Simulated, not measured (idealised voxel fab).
process module | voxel transistor to metal
cross-section cut | 200 nm wide | cells 5 nm
A cross-section is a grid of square cells, given in bands from the top down. A band is one or more rows of cells.
Each band's line starts with the height of the band's top and of its bottom, in nm. Then come its materials from left to right, each with its width in nm. One material with "throughout" fills the band from edge to edge. "air" is empty space.
Height 0 is the level under which the wafer as received is all one material. The lowest band goes on downwards, as in "0 down".
A width such as "30 to 40" changes by the same amount from each row of cells to the next, from the band's top row to its bottom row.
"no change" after a step means that no cell of the cross-section changed.
closed voids: empty space of 8 cells or more with no open way to the top, each as width x height at its distance from the left edge, in nm
after a step's settings: what the simulator itself notes on the step
overlay nm, on a step with a mask: how far to the right of its planned place the mask lay; to the left if negative
plan
1 op RECEIVE | material Si
2 op CONFORMAL_DEP | material SiO2 | thk nm 5
3 op CONFORMAL_DEP | material SiN | thk nm 15
4 op MASKED_ETCH | tone cover | mask id ACTIVE | width nm 110 | etch materials SiN | depth nm 15 | overlay nm 0
5 op MASKED_ETCH | tone cover | mask id ACTIVE | width nm 110 | etch materials SiO2 | depth nm 5 | overlay nm 0
6 op MASKED_ETCH | tone cover | mask id ACTIVE | width nm 110 | etch materials Si | depth nm 30 | overlay nm 0
7 op FILL_DEP | material SiO2 | thk nm 15
8 op CMP | height nm 20
9 op SELECTIVE_ETCH | etch materials SiO2 | depth nm 5
10 op STRIP | etch materials SiN
11 op SELECTIVE_ETCH | etch materials SiO2 | depth nm 5
12 op OXIDIZE | depth nm 5
13 op DIRECTIONAL_DEP | material polySi | thk nm 20
14 op DIRECTIONAL_DEP | material SiCN | thk nm 10
15 op PATTERN | tone cover | mask id GATE | material resist | width nm 20 | thk nm 20 | overlay nm 0
16 op DIRECTIONAL_ETCH | etch materials SiCN | depth nm 20
17 op DIRECTIONAL_ETCH | etch materials polySi | depth nm 30
18 op STRIP | etch materials resist
19 op CONFORMAL_DEP | material SiN | thk nm 5
20 op DIRECTIONAL_ETCH | etch materials SiN | depth nm 5
21 op DIRECTIONAL_ETCH | etch materials SiO2 | depth nm 5
22 op DIRECTIONAL_ETCH | etch materials Si | depth nm 10
23 op EPI | material SiGe | thk nm 10
24 op FILL_DEP | material SiO2 | thk nm 10
25 op CMP | height nm 30
26 op DIRECTIONAL_DEP | material SiO2 | thk nm 10
27 op MASKED_ETCH | tone open | mask id CONTACT | width nm 15 | pitch nm 75 | etch materials SiO2 | depth nm 45 | overlay nm 0
28 op CONFORMAL_DEP | material TiN | thk nm 5
29 op FILL_DEP | material W | thk nm 10
30 op CMP | height nm 40
31 op CONFORMAL_DEP | material SiCN | thk nm 5
32 op DIRECTIONAL_DEP | material lowk | thk nm 20
33 op MASKED_ETCH | tone open | mask id METAL_1 | width nm 15 | pitch nm 75 | etch materials lowk | depth nm 20 | overlay nm 0
34 op MASKED_ETCH | tone open | mask id METAL_1 | width nm 15 | pitch nm 75 | etch materials SiCN | depth nm 5 | overlay nm 0
35 op CONFORMAL_DEP | material TiN | thk nm 5
36 op FILL_DEP | material Cu | thk nm 5
37 op CMP | height nm 65
38 op EPI | material Ru | thk nm 5
39 op FILL_DEP | material SiCN | thk nm 5
as received, after step 1
  0 down: Si throughout
  closed voids: none
first wafer at the end, as planned
  75 to 70: SiCN throughout
  70 to 65: SiCN 50 | Ru 25 | SiCN 50 | Ru 25 | SiCN 50
  65 to 45: lowk 55 | TiN 5 | Cu 5 | TiN 5 | lowk 60 | TiN 5 | Cu 5 | TiN 5 | lowk 55
  45 to 40: SiCN 55 | TiN 15 | SiCN 60 | TiN 15 | SiCN 55
  40 to 30: SiO2 55 | TiN 5 | W 5 | TiN 5 | SiO2 60 | TiN 5 | W 5 | TiN 5 | SiO2 55
  30 to 20: SiO2 55 | TiN 5 | W 5 | TiN 5 | SiO2 15 | SiN 5 | SiCN 20 | SiN 5 | SiO2 15 | TiN 5 | W 5 | TiN 5 | SiO2 55
  20 to 10: SiO2 55 | TiN 5 | W 5 | TiN 5 | SiO2 15 | SiN 5 | polySi 20 | SiN 5 | SiO2 15 | TiN 5 | W 5 | TiN 5 | SiO2 55
  10 to 5: SiO2 40 | SiN 5 | SiO2 10 | TiN 5 | W 5 | TiN 5 | SiO2 15 | SiN 5 | polySi 20 | SiN 5 | SiO2 15 | TiN 5 | W 5 | TiN 5 | SiO2 10 | SiN 5 | SiO2 40
  5 to 0: SiO2 40 | SiN 5 | SiO2 10 | TiN 5 | W 5 | TiN 5 | SiO2 5 | SiGe 10 | SiN 5 | polySi 20 | SiN 5 | SiGe 10 | SiO2 5 | TiN 5 | W 5 | TiN 5 | SiO2 10 | SiN 5 | SiO2 40
  0 to -5: SiO2 55 | TiN 15 | SiO2 5 | SiGe 10 | SiO2 30 | SiGe 10 | SiO2 5 | TiN 15 | SiO2 55
  -5 to -15: SiO2 45 | SiGe 40 | Si 30 | SiGe 40 | SiO2 45
  -15 to -30: SiO2 45 | Si 110 | SiO2 45
  -30 down: Si throughout
  closed voids: none
second wafer at the end: like start, like plan, one mistake
  75 to 70: SiCN throughout
  70 to 65: SiCN 50 | Ru 30 | SiCN 45 | Ru 30 | SiCN 45
  65 to 50: lowk 55 | TiN 5 | Cu 10 | TiN 5 | lowk 55 | TiN 5 | Cu 10 | TiN 5 | lowk 50
  50 to 45: lowk 55 | TiN 5 | Cu 5 | TiN 10 | lowk 55 | TiN 5 | Cu 5 | TiN 10 | lowk 50
  45 to 40: SiCN 55 | TiN 15 | SiCN 60 | TiN 15 | SiCN 55
  40 to 30: SiO2 55 | TiN 5 | W 5 | TiN 5 | SiO2 60 | TiN 5 | W 5 | TiN 5 | SiO2 55
  30 to 20: SiO2 55 | TiN 5 | W 5 | TiN 5 | SiO2 15 | SiN 5 | SiCN 20 | SiN 5 | SiO2 15 | TiN 5 | W 5 | TiN 5 | SiO2 55
  20 to 10: SiO2 55 | TiN 5 | W 5 | TiN 5 | SiO2 15 | SiN 5 | polySi 20 | SiN 5 | SiO2 15 | TiN 5 | W 5 | TiN 5 | SiO2 55
  10 to 5: SiO2 40 | SiN 5 | SiO2 10 | TiN 5 | W 5 | TiN 5 | SiO2 15 | SiN 5 | polySi 20 | SiN 5 | SiO2 15 | TiN 5 | W 5 | TiN 5 | SiO2 10 | SiN 5 | SiO2 40
  5 to 0: SiO2 40 | SiN 5 | SiO2 10 | TiN 5 | W 5 | TiN 5 | SiO2 5 | SiGe 10 | SiN 5 | polySi 20 | SiN 5 | SiGe 10 | SiO2 5 | TiN 5 | W 5 | TiN 5 | SiO2 10 | SiN 5 | SiO2 40
  0 to -5: SiO2 55 | TiN 15 | SiO2 5 | SiGe 10 | SiO2 30 | SiGe 10 | SiO2 5 | TiN 15 | SiO2 55
  -5 to -15: SiO2 45 | SiGe 40 | Si 30 | SiGe 40 | SiO2 45
  -15 to -30: SiO2 45 | Si 110 | SiO2 45
  -30 down: Si throughout
  closed voids: none
what went wrong: step 33 ran as: op MASKED_ETCH | tone open | mask id METAL_1 | width nm 20 | pitch nm 75 | etch materials lowk | depth nm 20 | overlay nm 0
at the end the second wafer has, in cells: 6 more of Cu | 2 more of Ru | 2 fewer of SiCN | 2 more of TiN | 8 fewer of lowk
